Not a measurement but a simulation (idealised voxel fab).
Documented hereafter: the process module known as voxel wiring stack.
Cross-section cut: width 290 nm, square cells of 5 nm.
Cross-section format: a grid of square cells, given as bands from top to bottom; each band is one or more rows of cells.
Each band's line starts with the height of the band's top and of its bottom, in nm. Then come its materials from left to right, each with its width in nm. One material with "all across" fills the band from edge to edge. "blank" is empty space.
Beneath 0, the wafer as received is one material, and that level is where height counting begins. The lowest band goes on downward without a bottom; it is written like "0 and below".
Note: "30..40" means the width goes from the first number (top row of the band) to the second number (bottom row) in equal steps per row of cells.
For the purposes of this document, the phrase "stayed the same" attached to a step denotes that no cell within the cross-section was modified by that step.
"Closed empty spaces" contains a list of empty spaces, each no smaller than 8 cells and without an open way to the top, written in the form width x height at distance with the distance from the left edge and all three in nm.
Heads up: the bit after the settings on a step's line is the simulator's remark on that step.
When a step includes a mask, the "overlay nm" setting on its line states how far to the right of its planned place that mask lay, and negative values state how far to the left.
## Process steps foreseen in the plan
1: op RECEIVE | material Si
2: op CONFORMAL_DEP | material SiO2 | thk nm 15
3: op DIRECTIONAL_DEP | material TiN | thk nm 5
4: op DIRECTIONAL_DEP | material Ru | thk nm 25
5: op DIRECTIONAL_DEP | material aC | thk nm 10
6: op PATTERN | tone cover | mask id METAL_1 | material resist | width nm 25 | pitch nm 40 | thk nm 30 | overlay nm 0
7: op DIRECTIONAL_ETCH | etch materials aC | depth nm 10
8: op STRIP | etch materials resist
9: op DIRECTIONAL_ETCH | etch materials Ru | depth nm 25
10: op DIRECTIONAL_ETCH | etch materials TiN | depth nm 5
11: op STRIP | etch materials aC
12: op FILL_DEP | material lowk | thk nm 10
13: op CMP | height nm 45
14: op CONFORMAL_DEP | material SiCN | thk nm 5
15: op DIRECTIONAL_DEP | material SiO2 | thk nm 20
16: op PATTERN | tone open | mask id PLUG_1 | material resist | width nm 15 | pitch nm 40 | thk nm 20 | overlay nm 0
17: op DIRECTIONAL_ETCH | etch materials SiO2 | depth nm 20
18: op DIRECTIONAL_ETCH | etch materials SiCN | depth nm 5
19: op STRIP | etch materials resist
20: op EPI | material Ru | thk nm 10
21: op EPI | material Ru | thk nm 10
22: op EPI | material Ru | thk nm 5
23: op DIRECTIONAL_DEP | material TiN | thk nm 5
24: op DIRECTIONAL_DEP | material Ru | thk nm 20
25: op DIRECTIONAL_DEP | material aC | thk nm 15
26: op PATTERN | tone cover | mask id METAL_2 | material resist | width nm 25 | pitch nm 40 | thk nm 30 | overlay nm 0
27: op DIRECTIONAL_ETCH | etch materials aC | depth nm 15
28: op STRIP | etch materials resist
29: op DIRECTIONAL_ETCH | etch materials Ru | depth nm 20
30: op DIRECTIONAL_ETCH | etch materials TiN | depth nm 5
31: op STRIP | etch materials aC
32: op FILL_DEP | material lowk | thk nm 10
33: op CMP | height nm 95
34: op CONFORMAL_DEP | material SiCN | thk nm 5
35: op DIRECTIONAL_DEP | material SiO2 | thk nm 30
36: op DIRECTIONAL_DEP | material aC | thk nm 10
37: op PATTERN | tone open | mask id METAL_3 | material resist | width nm 25 | pitch nm 40 | thk nm 25 | overlay nm 0
38: op DIRECTIONAL_ETCH | etch materials aC | depth nm 10
39: op STRIP | etch materials resist
40: op DIRECTIONAL_ETCH | etch materials SiO2 | depth nm 15
41: op STRIP | etch materials aC
42: op PATTERN | tone open | mask id METAL_3_HOLES | material resist | width nm 15 | thk nm 15 | overlay nm 0
43: op DIRECTIONAL_ETCH | etch materials SiO2 | depth nm 15
44: op DIRECTIONAL_ETCH | etch materials SiCN | depth nm 5
45: op STRIP | etch materials resist
46: op CONFORMAL_DEP | material TiN | thk nm 5
47: op FILL_DEP | material Cu | thk nm 5
48: op CMP | height nm 130
49: op CONFORMAL_DEP | material SiCN | thk nm 5
50: op DIRECTIONAL_DEP | material SiO2 | thk nm 25
51: op MASKED_ETCH | tone open | mask id METAL_4_HOLES | width nm 15 | pitch nm 40 | etch materials SiO2 | depth nm 25 | overlay nm 0
52: op PATTERN | tone open | mask id METAL_4 | material resist | width nm 25 | pitch nm 40 | thk nm 20 | overlay nm 0
53: op DIRECTIONAL_ETCH | etch materials SiO2 | depth nm 15
54: op DIRECTIONAL_ETCH | etch materials SiCN | depth nm 5
55: op STRIP | etch materials resist
56: op CONFORMAL_DEP | material TiN | thk nm 5
57: op FILL_DEP | material Cu | thk nm 5
58: op CMP | height nm 160
59: op CONFORMAL_DEP | material SiCN | thk nm 5
## So this is the incoming wafer in cross-section - it's already been through step 1
> 0 and below  Si all across
> Closed empty spaces: none
## Post-module cross-section of the first of two wafers (run per plan)
> 165 down to 160  SiCN all across
> 160 down to 150  SiO2 110 nm; TiN 5 nm; Cu 15 nm; TiN 5 nm; SiO2 15 nm; TiN 5 nm; Cu 15 nm; TiN 5 nm; SiO2 115 nm
> 150 down to 145  SiO2 110 nm; TiN 5 nm; Cu 5 nm; TiN 15 nm; SiO2 15 nm; TiN 5 nm; Cu 5 nm; TiN 15 nm; SiO2 115 nm
> 145 down to 135  SiO2 110 nm; TiN 5 nm; Cu 5 nm; TiN 5 nm; SiO2 25 nm; TiN 5 nm; Cu 5 nm; TiN 5 nm; SiO2 125 nm
> 135 down to 130  SiCN 110 nm; TiN 15 nm; SiCN 25 nm; TiN 15 nm; SiCN 125 nm
> 130 down to 120  SiO2 110 nm; TiN 5 nm; Cu 15 nm; TiN 5 nm; SiO2 15 nm; TiN 5 nm; Cu 15 nm; TiN 5 nm; SiO2 115 nm
> 120 down to 115  SiO2 110 nm; TiN 5 nm; Cu 5 nm; TiN 15 nm; SiO2 15 nm; TiN 25 nm; SiO2 115 nm
> 115 down to 100  SiO2 110 nm; TiN 5 nm; Cu 5 nm; TiN 5 nm; SiO2 165 nm
> 100 down to 95  SiCN 110 nm; TiN 15 nm; SiCN 165 nm
> 95 down to 75  lowk 110 nm; Ru 25 nm; lowk 15 nm; Ru 25 nm; lowk 115 nm
> 75 down to 70  lowk 110 nm; TiN 25 nm; lowk 15 nm; TiN 25 nm; lowk 115 nm
> 70 down to 50  SiO2 110 nm; Ru 15 nm; SiO2 25 nm; Ru 15 nm; SiO2 125 nm
> 50 down to 45  SiCN 110 nm; Ru 15 nm; SiCN 25 nm; Ru 15 nm; SiCN 125 nm
> 45 down to 20  lowk 110 nm; Ru 25 nm; lowk 15 nm; Ru 25 nm; lowk 115 nm
> 20 down to 15  lowk 110 nm; TiN 25 nm; lowk 15 nm; TiN 25 nm; lowk 115 nm
> 15 down to 0  SiO2 all across
> 0 and below  Si all across
> Closed empty spaces: none
## End-of-module cross-section of the second wafer: identical starting point and process plan to the first, with one processing mistake
> 165 down to 160  SiCN all across
> 160 down to 150  SiO2 110 nm; TiN 5 nm; Cu 15 nm; TiN 5 nm; SiO2 15 nm; TiN 5 nm; Cu 15 nm; TiN 5 nm; SiO2 115 nm
> 150 down to 145  SiO2 110 nm; TiN 5 nm; Cu 5 nm; TiN 15 nm; SiO2 15 nm; TiN 5 nm; Cu 5 nm; TiN 15 nm; SiO2 115 nm
> 145 down to 135  SiO2 110 nm; TiN 5 nm; Cu 5 nm; TiN 5 nm; SiO2 25 nm; TiN 5 nm; Cu 5 nm; TiN 5 nm; SiO2 125 nm
> 135 down to 130  SiCN 110 nm; TiN 15 nm; SiCN 25 nm; TiN 15 nm; SiCN 125 nm
> 130 down to 120  SiO2 110 nm; TiN 5 nm; Cu 15 nm; TiN 5 nm; SiO2 15 nm; TiN 5 nm; Cu 15 nm; TiN 5 nm; SiO2 115 nm
> 120 down to 115  SiO2 110 nm; TiN 5 nm; Cu 5 nm; TiN 15 nm; SiO2 15 nm; TiN 25 nm; SiO2 115 nm
> 115 down to 100  SiO2 110 nm; TiN 5 nm; Cu 5 nm; TiN 5 nm; SiO2 165 nm
> 100 down to 95  SiCN 110 nm; TiN 15 nm; SiCN 165 nm
> 95 down to 75  aC 110 nm; Ru 25 nm; aC 15 nm; Ru 25 nm; aC 115 nm
> 75 down to 70  aC 110 nm; TiN 25 nm; aC 15 nm; TiN 25 nm; aC 115 nm
> 70 down to 50  SiO2 110 nm; Ru 15 nm; SiO2 25 nm; Ru 15 nm; SiO2 125 nm
> 50 down to 45  SiCN 110 nm; Ru 15 nm; SiCN 25 nm; Ru 15 nm; SiCN 125 nm
> 45 down to 20  lowk 110 nm; Ru 25 nm; lowk 15 nm; Ru 25 nm; lowk 115 nm
> 20 down to 15  lowk 110 nm; TiN 25 nm; lowk 15 nm; TiN 25 nm; lowk 115 nm
> 15 down to 0  SiO2 all across
> 0 and below  Si all across
> Closed empty spaces: none
The mistake made against the process plan was this: step 32 deviated from plan and actually ran as op FILL_DEP | material aC | thk nm 10
Wafer comparison, final, in cells, second relative to first, materials more or fewer: aC +240 | lowk -240
